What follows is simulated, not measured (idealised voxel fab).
The process module presented herein is designated voxel fin reveal.
In the cross-section labelled cut, the width is 290 nm and each square cell is 5 nm.
For the purposes of this document, a cross-section shall be understood as a grid of square cells, specified as bands listed in top-to-bottom order, each band consisting of one or more rows of cells.
The entry gives the band's vertical extent as a top height and a bottom height in nm, then its horizontal make-up as materials from left to right, each with a width in nm. "air" stands for empty space; a single material marked "all across" fills the band edge to edge.
The level at which height equals 0 is the one under which the wafer, as it arrives, is entirely one material. No lower edge exists for the bottom band, which continues downward and is notated as in "0..down".
Width "30->40": first value at the band's top row of cells, second value at its bottom row, equal change from row to row.
Reading "remained unchanged" for a step: not a cell of the cross-section changed in it.
The list in "Enclosed empty spaces" covers empty spaces of 8 cells or more that cannot reach the top through any open way, and it gives each as width x height at distance; the distance is from the left edge, and width, height and distance are in nm.
Whatever follows a step's settings on its line is a remark the simulator itself makes about that step.
overlay nm, on a step with a mask: how far to the right of its planned place the mask lay; to the left if negative

Listed below are the process steps as planned
step 1: RECEIVE [material Si]
step 2: CONFORMAL_DEP [material SiN] [thk nm 10]
step 3: PATTERN [tone cover] [mask id FINS] [material resist] [width nm 15] [pitch nm 40] [thk nm 15] [overlay nm 0]
step 4: DIRECTIONAL_ETCH [etch materials SiN] [depth nm 10]
step 5: DIRECTIONAL_ETCH [etch materials Si] [depth nm 35]
step 6: STRIP [etch materials resist]
step 7: OXIDIZE [depth nm 5]
step 8: FILL_DEP [material SiO2] [thk nm 5]
step 9: CMP [height nm 10]
step 10: SELECTIVE_ETCH [etch materials SiO2] [depth nm 25]
step 11: STRIP [etch materials SiN]
step 12: CONFORMAL_DEP [material HfO2] [thk nm 5]

Wafer as received: cross-section following step 1
> 0..down = Si all across
> Enclosed empty spaces: none

Post-module cross-section of the first of two wafers (run per plan)
> 5..0 = air: 115  HfO2: 15  air: 25  HfO2: 15  air: 120
> 0..-10 = air: 115  HfO2: 5  Si: 5  HfO2: 5  air: 25  HfO2: 5  Si: 5  HfO2: 5  air: 120
> -10..-15 = HfO2: 120  Si: 5  HfO2: 35  Si: 5  HfO2: 125
> -15..-40 = SiO2: 120  Si: 5  SiO2: 35  Si: 5  SiO2: 125
> -40..down = Si all across
> Enclosed empty spaces: none

Wafer two cross-section, module end. Start and plan unchanged from wafer one; one mistake made during the run
> 5..0 = HfO2: 115  air: 15  HfO2: 25  air: 15  HfO2: 120
> 0..-10 = Si: 110  HfO2: 5  air: 15  HfO2: 5  Si: 15  HfO2: 5  air: 15  HfO2: 5  Si: 115
> -10..-15 = Si: 110  HfO2: 25  Si: 15  HfO2: 25  Si: 115
> -15..-40 = Si: 110  SiO2: 25  Si: 15  SiO2: 25  Si: 115
> -40..down = Si all across
> Enclosed empty spaces: none
Deviation noted in wafer processing: step 3 was run on a setting that differed from the plan, and what really ran there is PATTERN [tone open] [mask id FINS] [material resist] [width nm 15] [pitch nm 40] [thk nm 15] [overlay nm 0]
It is noted that, at the conclusion of processing, the second wafer exhibits a higher or lower cell count for certain materials relative to the first: +368 Si | -230 SiO2
